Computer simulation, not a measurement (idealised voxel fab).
process module | voxel self aligned vias
cross-section cut | 265 nm wide | cells 5 nm
A cross-section is a grid of square cells, given in bands from the top down. A band is one or more rows of cells.
Each band's line starts with the height of the band's top and of its bottom, in nm. Then come its materials from left to right, each with its width in nm. One material with "throughout" fills the band from edge to edge. "air" is empty space.
Height 0 is the level under which the wafer as received is all one material. The lowest band goes on downwards, as in "0 down".
A width such as "30 to 40" changes by the same amount from each row of cells to the next, from the band's top row to its bottom row.
"no change" after a step means that no cell of the cross-section changed.
closed voids: empty space of 8 cells or more with no open way to the top, each as width x height at its distance from the left edge, in nm
after a step's settings: what the simulator itself notes on the step
overlay nm, on a step with a mask: how far to the right of its planned place the mask lay; to the left if negative
plan
1 op RECEIVE | material Si
2 op CONFORMAL_DEP | material SiO2 | thk nm 15
3 op CONFORMAL_DEP | material SiCN | thk nm 5
4 op DIRECTIONAL_DEP | material lowk | thk nm 25
5 op DIRECTIONAL_DEP | material aC | thk nm 15
6 op PATTERN | tone open | mask id LINES | material resist | width nm 20 | pitch nm 60 | thk nm 35 | overlay nm 0
7 op DIRECTIONAL_ETCH | etch materials aC | depth nm 15
8 op STRIP | etch materials resist
9 op DIRECTIONAL_ETCH | etch materials lowk | depth nm 25
10 op STRIP | etch materials aC
11 op CONFORMAL_DEP | material TiN | thk nm 5
12 op FILL_DEP | material W | thk nm 5
13 op CMP | height nm 45
14 op SELECTIVE_ETCH | etch materials W Ru TiN | depth nm 10
15 op FILL_DEP | material SiN | thk nm 10
16 op CMP | height nm 45
17 op DIRECTIONAL_DEP | material lowk | thk nm 15
18 op DIRECTIONAL_DEP | material aC | thk nm 15
19 op PATTERN | tone open | mask id VIAS | material resist | width nm 30 | pitch nm 60 | thk nm 35 | overlay nm 0
20 op DIRECTIONAL_ETCH | etch materials aC | depth nm 15
21 op STRIP | etch materials resist
22 op DIRECTIONAL_ETCH | etch materials lowk | depth nm 15
23 op DIRECTIONAL_ETCH | etch materials SiN | depth nm 10
24 op STRIP | etch materials aC
25 op CONFORMAL_DEP | material TiN | thk nm 5
26 op FILL_DEP | material W | thk nm 10
27 op CMP | height nm 60
28 op CONFORMAL_DEP | material SiN | thk nm 5
as received, after step 1
  0 down: Si throughout
  closed voids: none
a wafer at the end: this start, this plan, one mistake
  65 to 60: SiN throughout
  60 to 40: lowk 55 | TiN 5 | W 20 | TiN 5 | lowk 30 | TiN 5 | W 20 | TiN 5 | lowk 30 | TiN 5 | W 20 | TiN 5 | lowk 60
  40 to 35: lowk 55 | TiN 30 | lowk 30 | TiN 30 | lowk 30 | TiN 30 | lowk 60
  35 to 25: lowk 55 to 60 | TiN 10 to 5 | W 10 | TiN 10 to 5 | lowk 30 to 40 | TiN 10 to 5 | W 10 | TiN 10 to 5 | lowk 30 to 40 | TiN 10 to 5 | W 10 | TiN 10 to 5 | lowk 60 to 65
  25 to 20: lowk 60 | TiN 20 | lowk 40 | TiN 20 | lowk 40 | TiN 20 | lowk 65
  20 to 15: SiCN throughout
  15 to 0: SiO2 throughout
  0 down: Si throughout
  closed voids: none
what went wrong: step 22 was run twice
